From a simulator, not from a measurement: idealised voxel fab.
Process module name: voxel capacitor over wiring
Cross-section cut: width 260 nm, square cells of 5 nm.
Cross-section spec: square-cell grid; bands listed top down; each band is one or more rows. Band entry format. Leading values: height of top, height of bottom, nm. Remainder: materials in left-to-right order, each with its width in nm. Special words: "everywhere" on a single material, which then fills the band edge to edge; "empty", empty space. Height datum 0, below which the as-received substrate wafer is one material. Lowest band open at the bottom, running downward: "z 0 and below". The width entry "30->40" should be interpreted row by row: the top row of cells in the band takes the first number, the bottom row takes the second number, and the change between adjacent rows is uniform throughout. Take "no alteration" at face value: in the step it is given for, the cross-section changed in none of its cells. "Enclosed void inventory" enumerates empty spaces isolated from the top, with no open way to it, that contain at least 8 cells, giving each as width x height at distance from the left edge, all three in nm. Anything after a step's settings on that line? It's the simulator's own note about the step. overlay nm: right-of-plan distance of the mask on a masked step; negative values mean left-of-plan.

Planned process steps:
1. RECEIVE with material Si
2. CONFORMAL_DEP with material SiO2, thk nm 10
3. CONFORMAL_DEP with material SiN, thk nm 5
4. DIRECTIONAL_DEP with material lowk, thk nm 25
5. DIRECTIONAL_DEP with material aC, thk nm 15
6. PATTERN with tone open, mask id METAL_1, material resist, width nm 20, pitch nm 80, thk nm 30, overlay nm 0
7. DIRECTIONAL_ETCH with etch materials aC, depth nm 15
8. STRIP with etch materials resist
9. DIRECTIONAL_ETCH with etch materials lowk, depth nm 25
10. DIRECTIONAL_ETCH with etch materials SiN, depth nm 5
11. STRIP with etch materials aC
12. CONFORMAL_DEP with material TiN, thk nm 5
13. FILL_DEP with material Cu, thk nm 5
14. CMP with height nm 40
15. CONFORMAL_DEP with material SiCN, thk nm 5
16. DIRECTIONAL_DEP with material SiO2, thk nm 20
17. PATTERN with tone open, mask id PLUG_1, material resist, width nm 15, thk nm 20, overlay nm 0
18. DIRECTIONAL_ETCH with etch materials SiO2, depth nm 20
19. DIRECTIONAL_ETCH with etch materials SiCN, depth nm 5
20. STRIP with etch materials resist
21. EPI with material Ru, thk nm 10
22. EPI with material Ru, thk nm 10
23. EPI with material Ru, thk nm 5
24. DIRECTIONAL_DEP with material TiN, thk nm 5
25. DIRECTIONAL_DEP with material Al2O3, thk nm 5
26. DIRECTIONAL_DEP with material TiN, thk nm 5
27. PATTERN with tone cover, mask id UPPER_PLATE, material resist, width nm 65, thk nm 20, overlay nm 0
28. DIRECTIONAL_ETCH with etch materials TiN, depth nm 5
29. DIRECTIONAL_ETCH with etch materials Al2O3, depth nm 5
30. STRIP with etch materials resist
31. DIRECTIONAL_DEP with material aC, thk nm 10
32. PATTERN with tone cover, mask id LOWER_PLATE, material resist, width nm 75, thk nm 25, overlay nm 0
33. DIRECTIONAL_ETCH with etch materials aC, depth nm 10
34. STRIP with etch materials resist
35. DIRECTIONAL_ETCH with etch materials TiN, depth nm 5
36. STRIP with etch materials aC
37. FILL_DEP with material SiO2, thk nm 20
38. CMP with height nm 95
39. DIRECTIONAL_DEP with material aC, thk nm 15
40. PATTERN with tone open, mask id PLUG_2, material resist, width nm 15, thk nm 30, overlay nm 0
41. DIRECTIONAL_ETCH with etch materials aC, depth nm 15
42. STRIP with etch materials resist
43. DIRECTIONAL_ETCH with etch materials SiO2, depth nm 15
44. STRIP with etch materials aC
45. CONFORMAL_DEP with material TiN, thk nm 5
46. FILL_DEP with material Cu, thk nm 10
47. CMP with height nm 95
48. CONFORMAL_DEP with material SiN, thk nm 5

Concerning the first of two wafers, which was run in accordance with the plan:

Received-state cross-section, reflecting completion of step 1:
- z 0 and below = Si everywhere
- Enclosed void inventory: none

You're looking at a cross-section of the wafer after step 2:
- z 10 to 0 = SiO2 everywhere
- Under the height 0 nothing was changed.

You're looking at a cross-section of the wafer after step 3:
- z 15 to 10 = SiN everywhere
- Under the height 10 nothing was changed.

You're looking at a cross-section of the wafer after step 4:
- z 40 to 15 = lowk everywhere
- Under the height 15 nothing was changed.

You're looking at a cross-section of the wafer after step 5:
- z 55 to 40 = aC everywhere
- Under the height 40 nothing was changed.

You're looking at a cross-section of the wafer after step 6:
- z 85 to 55 = resist (80), empty (20), resist (60), empty (20), resist (80)
- Under the height 55 nothing was changed.

You're looking at a cross-section of the wafer after step 7:
- z 70 to 55 = resist (80), empty (20), resist (60), empty (20), resist (80)
- z 55 to 40 = aC (80), empty (20), aC (60), empty (20), aC (80)
- Under the height 40 nothing was changed.

You're looking at a cross-section of the wafer after step 8:
- z 55 to 40 = aC (80), empty (20), aC (60), empty (20), aC (80)
- Under the height 40 nothing was changed.

You're looking at a cross-section of the wafer after step 9:
- z 55 to 40 = aC (80), empty (20), aC (60), empty (20), aC (80)
- z 40 to 15 = lowk (80), empty (20), lowk (60), empty (20), lowk (80)
- Under the height 15 nothing was changed.

You're looking at a cross-section of the wafer after step 10:
- z 55 to 40 = aC (80), empty (20), aC (60), empty (20), aC (80)
- z 40 to 15 = lowk (80), empty (20), lowk (60), empty (20), lowk (80)
- z 15 to 10 = SiN (80), empty (20), SiN (60), empty (20), SiN (80)
- Under the height 10 nothing was changed.

You're looking at a cross-section of the wafer after step 11:
- z 40 to 15 = lowk (80), empty (20), lowk (60), empty (20), lowk (80)
- Under the height 15 nothing was changed.

You're looking at a cross-section of the wafer after step 12:
- z 45 to 40 = TiN (85), empty (10), TiN (70), empty (10), TiN (85)
- z 40 to 15 = lowk (80), TiN (5), empty (10), TiN (5), lowk (60), TiN (5), empty (10), TiN (5), lowk (80)
- z 15 to 10 = SiN (80), TiN (20), SiN (60), TiN (20), SiN (80)
- Under the height 10 nothing was changed.

You're looking at a cross-section of the wafer after step 13:
- z 50 to 45 = Cu everywhere
- z 45 to 40 = TiN (85), Cu (10), TiN (70), Cu (10), TiN (85)
- z 40 to 15 = lowk (80), TiN (5), Cu (10), TiN (5), lowk (60), TiN (5), Cu (10), TiN (5), lowk (80)
- Under the height 15 nothing was changed.

You're looking at a cross-section of the wafer after step 14:
- z 40 to 15 = lowk (80), TiN (5), Cu (10), TiN (5), lowk (60), TiN (5), Cu (10), TiN (5), lowk (80)
- Under the height 15 nothing was changed.

You're looking at a cross-section of the wafer after step 15:
- z 45 to 40 = SiCN everywhere
- Under the height 40 nothing was changed.

You're looking at a cross-section of the wafer after step 16:
- z 65 to 45 = SiO2 everywhere
- Under the height 45 nothing was changed.

You're looking at a cross-section of the wafer after step 17:
- z 85 to 65 = resist (85), empty (15), resist (160)
- Under the height 65 nothing was changed.

You're looking at a cross-section of the wafer after step 18:
- z 85 to 65 = resist (85), empty (15), resist (160)
- z 65 to 45 = SiO2 (85), empty (15), SiO2 (160)
- Under the height 45 nothing was changed.

You're looking at a cross-section of the wafer after step 19:
- z 85 to 65 = resist (85), empty (15), resist (160)
- z 65 to 45 = SiO2 (85), empty (15), SiO2 (160)
- z 45 to 40 = SiCN (85), empty (15), SiCN (160)
- Under the height 40 nothing was changed.

You're looking at a cross-section of the wafer after step 20:
- z 65 to 45 = SiO2 (85), empty (15), SiO2 (160)
- Under the height 45 nothing was changed.

You're looking at a cross-section of the wafer after step 21:
- z 65 to 50 = SiO2 (85), empty (15), SiO2 (160)
- z 50 to 45 = SiO2 (85), Ru (15), SiO2 (160)
- z 45 to 40 = SiCN (85), Ru (15), SiCN (160)
- Under the height 40 nothing was changed.

You're looking at a cross-section of the wafer after step 22:
- z 65 to 60 = SiO2 (85), empty (15), SiO2 (160)
- z 60 to 45 = SiO2 (85), Ru (15), SiO2 (160)
- Under the height 45 nothing was changed.

You're looking at a cross-section of the wafer after step 23:
- z 65 to 45 = SiO2 (85), Ru (15), SiO2 (160)
- Under the height 45 nothing was changed.

You're looking at a cross-section of the wafer after step 24:
- z 70 to 65 = TiN everywhere
- Under the height 65 nothing was changed.

You're looking at a cross-section of the wafer after step 25:
- z 75 to 70 = Al2O3 everywhere
- Under the height 70 nothing was changed.

You're looking at a cross-section of the wafer after step 26:
- z 80 to 75 = TiN everywhere
- Under the height 75 nothing was changed.

You're looking at a cross-section of the wafer after step 27:
- z 100 to 80 = empty (85), resist (65), empty (110)
- Under the height 80 nothing was changed.

You're looking at a cross-section of the wafer after step 28:
- z 100 to 80 = empty (85), resist (65), empty (110)
- z 80 to 75 = empty (85), TiN (65), empty (110)
- Under the height 75 nothing was changed.

You're looking at a cross-section of the wafer after step 29:
- z 100 to 80 = empty (85), resist (65), empty (110)
- z 80 to 75 = empty (85), TiN (65), empty (110)
- z 75 to 70 = empty (85), Al2O3 (65), empty (110)
- Under the height 70 nothing was changed.

You're looking at a cross-section of the wafer after step 30:
- z 80 to 75 = empty (85), TiN (65), empty (110)
- Under the height 75 nothing was changed.

You're looking at a cross-section of the wafer after step 31:
- z 90 to 80 = empty (85), aC (65), empty (110)
- z 80 to 75 = aC (85), TiN (65), aC (110)
- z 75 to 70 = aC (85), Al2O3 (65), aC (110)
- Under the height 70 nothing was changed.

You're looking at a cross-section of the wafer after step 32:
- z 115 to 90 = empty (80), resist (75), empty (105)
- z 90 to 80 = empty (80), resist (5), aC (65), resist (5), empty (105)
- Under the height 80 nothing was changed.

You're looking at a cross-section of the wafer after step 33:
- z 105 to 90 = empty (80), resist (75), empty (105)
- z 90 to 80 = empty (80), resist (5), aC (65), resist (5), empty (105)
- z 80 to 75 = empty (80), aC (5), TiN (65), aC (5), empty (105)
- z 75 to 70 = empty (80), aC (5), Al2O3 (65), aC (5), empty (105)
- Under the height 70 nothing was changed.

You're looking at a cross-section of the wafer after step 34:
- z 90 to 80 = empty (85), aC (65), empty (110)
- Under the height 80 nothing was changed.

You're looking at a cross-section of the wafer after step 35:
- z 90 to 80 = empty (85), aC (65), empty (110)
- z 80 to 75 = empty (80), aC (5), TiN (65), aC (5), empty (105)
- z 75 to 70 = empty (80), aC (5), Al2O3 (65), aC (5), empty (105)
- z 70 to 65 = empty (80), TiN (75), empty (105)
- Under the height 65 nothing was changed.

You're looking at a cross-section of the wafer after step 36:
- z 80 to 75 = empty (85), TiN (65), empty (110)
- z 75 to 70 = empty (85), Al2O3 (65), empty (110)
- Under the height 70 nothing was changed.

You're looking at a cross-section of the wafer after step 37:
- z 100 to 80 = SiO2 everywhere
- z 80 to 75 = SiO2 (85), TiN (65), SiO2 (110)
- z 75 to 70 = SiO2 (85), Al2O3 (65), SiO2 (110)
- z 70 to 65 = SiO2 (80), TiN (75), SiO2 (105)
- Under the height 65 nothing was changed.

You're looking at a cross-section of the wafer after step 38:
- z 95 to 80 = SiO2 everywhere
- Under the height 80 nothing was changed.

You're looking at a cross-section of the wafer after step 39:
- z 110 to 95 = aC everywhere
- Under the height 95 nothing was changed.

You're looking at a cross-section of the wafer after step 40:
- z 140 to 110 = resist (95), empty (15), resist (150)
- Under the height 110 nothing was changed.

You're looking at a cross-section of the wafer after step 41:
- z 125 to 110 = resist (95), empty (15), resist (150)
- z 110 to 95 = aC (95), empty (15), aC (150)
- Under the height 95 nothing was changed.

You're looking at a cross-section of the wafer after step 42:
- z 110 to 95 = aC (95), empty (15), aC (150)
- Under the height 95 nothing was changed.

You're looking at a cross-section of the wafer after step 43:
- z 110 to 95 = aC (95), empty (15), aC (150)
- z 95 to 80 = SiO2 (95), empty (15), SiO2 (150)
- Under the height 80 nothing was changed.

You're looking at a cross-section of the wafer after step 44:
- z 95 to 80 = SiO2 (95), empty (15), SiO2 (150)
- Under the height 80 nothing was changed.

You're looking at a cross-section of the wafer after step 45:
- z 100 to 95 = TiN (100), empty (5), TiN (155)
- z 95 to 85 = SiO2 (95), TiN (5), empty (5), TiN (5), SiO2 (150)
- z 85 to 75 = SiO2 (95->85), TiN (15->65), SiO2 (150->110)
- Under the height 75 nothing was changed.

You're looking at a cross-section of the wafer after step 46:
- z 110 to 100 = Cu everywhere
- z 100 to 95 = TiN (100), Cu (5), TiN (155)
- z 95 to 85 = SiO2 (95), TiN (5), Cu (5), TiN (5), SiO2 (150)
- Under the height 85 nothing was changed.

You're looking at a cross-section of the wafer after step 47:
- z 95 to 85 = SiO2 (95), TiN (5), Cu (5), TiN (5), SiO2 (150)
- Under the height 85 nothing was changed.

You're looking at a cross-section of the wafer after step 48:
- z 100 to 95 = SiN everywhere
- Under the height 95 nothing was changed.

Second wafer. Start and plan as for the first. One mistake made in running. Agrees with the first up to and including step 16:

Second wafer profile in section, at the moment step 17 of the plan was meant to be complete:
- z 85 to 65 = resist (85), empty (20), resist (155)
- Under the height 65 nothing was changed.

Second wafer profile in section, at the moment step 18 of the plan was meant to be complete:
- z 85 to 65 = resist (85), empty (20), resist (155)
- z 65 to 45 = SiO2 (85), empty (20), SiO2 (155)
- Under the height 45 nothing was changed.

Second wafer profile in section, at the moment step 19 of the plan was meant to be complete:
- z 85 to 65 = resist (85), empty (20), resist (155)
- z 65 to 45 = SiO2 (85), empty (20), SiO2 (155)
- z 45 to 40 = SiCN (85), empty (20), SiCN (155)
- Under the height 40 nothing was changed.

Second wafer profile in section, at the moment step 20 of the plan was meant to be complete:
- z 65 to 45 = SiO2 (85), empty (20), SiO2 (155)
- Under the height 45 nothing was changed.

Second wafer profile in section, at the moment step 21 of the plan was meant to be complete:
- z 65 to 50 = SiO2 (85), empty (20), SiO2 (155)
- z 50 to 45 = SiO2 (85), Ru (20), SiO2 (155)
- z 45 to 40 = SiCN (85), Ru (20), SiCN (155)
- Under the height 40 nothing was changed.

Second wafer profile in section, at the moment step 22 of the plan was meant to be complete:
- z 65 to 60 = SiO2 (85), empty (20), SiO2 (155)
- z 60 to 45 = SiO2 (85), Ru (20), SiO2 (155)
- Under the height 45 nothing was changed.

Second wafer profile in section, at the moment step 23 of the plan was meant to be complete:
- z 65 to 45 = SiO2 (85), Ru (20), SiO2 (155)
- Under the height 45 nothing was changed.

Second wafer profile in section, at the moment step 24 of the plan was meant to be complete:
- z 70 to 65 = TiN everywhere
- Under the height 65 nothing was changed.

Second wafer profile in section, at the moment step 25 of the plan was meant to be complete:
- z 75 to 70 = Al2O3 everywhere
- Under the height 70 nothing was changed.

Second wafer profile in section, at the moment step 26 of the plan was meant to be complete:
- z 80 to 75 = TiN everywhere
- Under the height 75 nothing was changed.

Second wafer profile in section, at the moment step 27 of the plan was meant to be complete:
- z 100 to 80 = empty (85), resist (65), empty (110)
- Under the height 80 nothing was changed.

Second wafer profile in section, at the moment step 28 of the plan was meant to be complete:
- z 100 to 80 = empty (85), resist (65), empty (110)
- z 80 to 75 = empty (85), TiN (65), empty (110)
- Under the height 75 nothing was changed.

Second wafer profile in section, at the moment step 29 of the plan was meant to be complete:
- z 100 to 80 = empty (85), resist (65), empty (110)
- z 80 to 75 = empty (85), TiN (65), empty (110)
- z 75 to 70 = empty (85), Al2O3 (65), empty (110)
- Under the height 70 nothing was changed.

Second wafer profile in section, at the moment step 30 of the plan was meant to be complete:
- z 80 to 75 = empty (85), TiN (65), empty (110)
- Under the height 75 nothing was changed.

Second wafer profile in section, at the moment step 31 of the plan was meant to be complete:
- z 90 to 80 = empty (85), aC (65), empty (110)
- z 80 to 75 = aC (85), TiN (65), aC (110)
- z 75 to 70 = aC (85), Al2O3 (65), aC (110)
- Under the height 70 nothing was changed.

Second wafer profile in section, at the moment step 32 of the plan was meant to be complete:
- z 115 to 90 = empty (80), resist (75), empty (105)
- z 90 to 80 = empty (80), resist (5), aC (65), resist (5), empty (105)
- Under the height 80 nothing was changed.

Second wafer profile in section, at the moment step 33 of the plan was meant to be complete:
- z 105 to 90 = empty (80), resist (75), empty (105)
- z 90 to 80 = empty (80), resist (5), aC (65), resist (5), empty (105)
- z 80 to 75 = empty (80), aC (5), TiN (65), aC (5), empty (105)
- z 75 to 70 = empty (80), aC (5), Al2O3 (65), aC (5), empty (105)
- Under the height 70 nothing was changed.

Second wafer profile in section, at the moment step 34 of the plan was meant to be complete:
- z 90 to 80 = empty (85), aC (65), empty (110)
- Under the height 80 nothing was changed.

Second wafer profile in section, at the moment step 35 of the plan was meant to be complete:
- z 90 to 80 = empty (85), aC (65), empty (110)
- z 80 to 75 = empty (80), aC (5), TiN (65), aC (5), empty (105)
- z 75 to 70 = empty (80), aC (5), Al2O3 (65), aC (5), empty (105)
- z 70 to 65 = empty (80), TiN (75), empty (105)
- Under the height 65 nothing was changed.

Second wafer profile in section, at the moment step 36 of the plan was meant to be complete:
- z 80 to 75 = empty (85), TiN (65), empty (110)
- z 75 to 70 = empty (85), Al2O3 (65), empty (110)
- Under the height 70 nothing was changed.

Second wafer profile in section, at the moment step 37 of the plan was meant to be complete:
- z 100 to 80 = SiO2 everywhere
- z 80 to 75 = SiO2 (85), TiN (65), SiO2 (110)
- z 75 to 70 = SiO2 (85), Al2O3 (65), SiO2 (110)
- z 70 to 65 = SiO2 (80), TiN (75), SiO2 (105)
- Under the height 65 nothing was changed.

Second wafer profile in section, at the moment step 38 of the plan was meant to be complete:
- z 95 to 80 = SiO2 everywhere
- Under the height 80 nothing was changed.

Second wafer profile in section, at the moment step 39 of the plan was meant to be complete:
- z 110 to 95 = aC everywhere
- Under the height 95 nothing was changed.

Second wafer profile in section, at the moment step 40 of the plan was meant to be complete:
- z 140 to 110 = resist (95), empty (15), resist (150)
- Under the height 110 nothing was changed.

Second wafer profile in section, at the moment step 41 of the plan was meant to be complete:
- z 125 to 110 = resist (95), empty (15), resist (150)
- z 110 to 95 = aC (95), empty (15), aC (150)
- Under the height 95 nothing was changed.

Second wafer profile in section, at the moment step 42 of the plan was meant to be complete:
- z 110 to 95 = aC (95), empty (15), aC (150)
- Under the height 95 nothing was changed.

Second wafer profile in section, at the moment step 43 of the plan was meant to be complete:
- z 110 to 95 = aC (95), empty (15), aC (150)
- z 95 to 80 = SiO2 (95), empty (15), SiO2 (150)
- Under the height 80 nothing was changed.

Second wafer profile in section, at the moment step 44 of the plan was meant to be complete:
- z 95 to 80 = SiO2 (95), empty (15), SiO2 (150)
- Under the height 80 nothing was changed.

Second wafer profile in section, at the moment step 45 of the plan was meant to be complete:
- z 100 to 95 = TiN (100), empty (5), TiN (155)
- z 95 to 85 = SiO2 (95), TiN (5), empty (5), TiN (5), SiO2 (150)
- z 85 to 75 = SiO2 (95->85), TiN (15->65), SiO2 (150->110)
- Under the height 75 nothing was changed.

Second wafer profile in section, at the moment step 46 of the plan was meant to be complete:
- z 110 to 100 = Cu everywhere
- z 100 to 95 = TiN (100), Cu (5), TiN (155)
- z 95 to 85 = SiO2 (95), TiN (5), Cu (5), TiN (5), SiO2 (150)
- Under the height 85 nothing was changed.

Second wafer profile in section, at the moment step 47 of the plan was meant to be complete:
- z 95 to 85 = SiO2 (95), TiN (5), Cu (5), TiN (5), SiO2 (150)
- Under the height 85 nothing was changed.

Second wafer profile in section, at the moment step 48 of the plan was meant to be complete:
- z 100 to 95 = SiN everywhere
- Under the height 95 nothing was changed.
Where did the run depart from the plan? step 17 ran as: PATTERN with tone open, mask id PLUG_1, material resist, width nm 20, thk nm 20, overlay nm 0
Heads up, by the end the second wafer has more or fewer cells of some materials compared to the first: 5 more of Ru, 1 fewer of SiCN, 4 fewer of SiO2
